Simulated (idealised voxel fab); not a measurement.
process module | voxel trench capacitor
We display cut, a cross-section 300 nm in width whose square cells are each 5 nm.
A cross-section in this document is a grid of square cells, and it is written down as bands, the top band listed before the ones below it; a band is made up of one or more rows of cells. Band: top height; bottom height; in nm. Then, left to right: material with width in nm, for each material. "full width": a single material spanning edge to edge. "blank": empty space. Ref level 0: as-received wafer is one material below here. Bottom band extends down with no lower bound ("0 -> down"). Per-row width for "30->40": begins at first number (top row of band), ends at second number (bottom row), increment between rows held constant. "identical to before" -> step changed no cross-section cell. Entry "Closed internal voids". Content: empty spaces with no open connection to the top, size 8 cells or greater. Each: width x height at distance. Distance: from left edge. Unit: nm. On each step's line, the part that comes after the settings is the simulator's own comment on the step. When a step includes a mask, the "overlay nm" setting on its line states how far to the right of its planned place that mask lay, and negative values state how far to the left.
[The planned process steps are enumerated hereunder]
1) RECEIVE, material Si
2) CONFORMAL_DEP, material SiN, thk nm 5
3) DIRECTIONAL_DEP, material aC, thk nm 10
4) PATTERN, tone open, mask id TRENCH, material resist, width nm 20, pitch nm 35, thk nm 30, overlay nm 0
5) DIRECTIONAL_ETCH, etch materials aC, depth nm 10
6) STRIP, etch materials resist
7) DIRECTIONAL_ETCH, etch materials SiN, depth nm 5
8) DIRECTIONAL_ETCH, etch materials Si, depth nm 35
9) STRIP, etch materials aC
10) CONFORMAL_DEP, material SiO2, thk nm 5
11) FILL_DEP, material polySi, thk nm 10
12) CMP, height nm 5
[Here's what the wafer looked like in cross-section when it arrived - that's after step 1]
  0 -> down  Si full width
  Closed internal voids: none
[Below is the wafer in cross-section after the module was completed. It began from the starting point shown above and followed the plan shown above, except that one mistake was made while running it]
  5 -> 0  SiN=115 | SiO2=5 | polySi=10 | SiO2=5 | SiN=15 | SiO2=5 | polySi=10 | SiO2=5 | SiN=15 | SiO2=5 | polySi=10 | SiO2=5 | SiN=95
  0 -> -30  Si=115 | SiO2=5 | polySi=10 | SiO2=5 | Si=15 | SiO2=5 | polySi=10 | SiO2=5 | Si=15 | SiO2=5 | polySi=10 | SiO2=5 | Si=95
  -30 -> -35  Si=115 | SiO2=20 | Si=15 | SiO2=20 | Si=15 | SiO2=20 | Si=95
  -35 -> down  Si full width
  Closed internal voids: none
Want to know what went wrong? off-plan run, step 4, actual operation and settings PATTERN, tone open, mask id TRENCH, material resist, width nm 20, pitch nm 35, thk nm 30, overlay nm 10
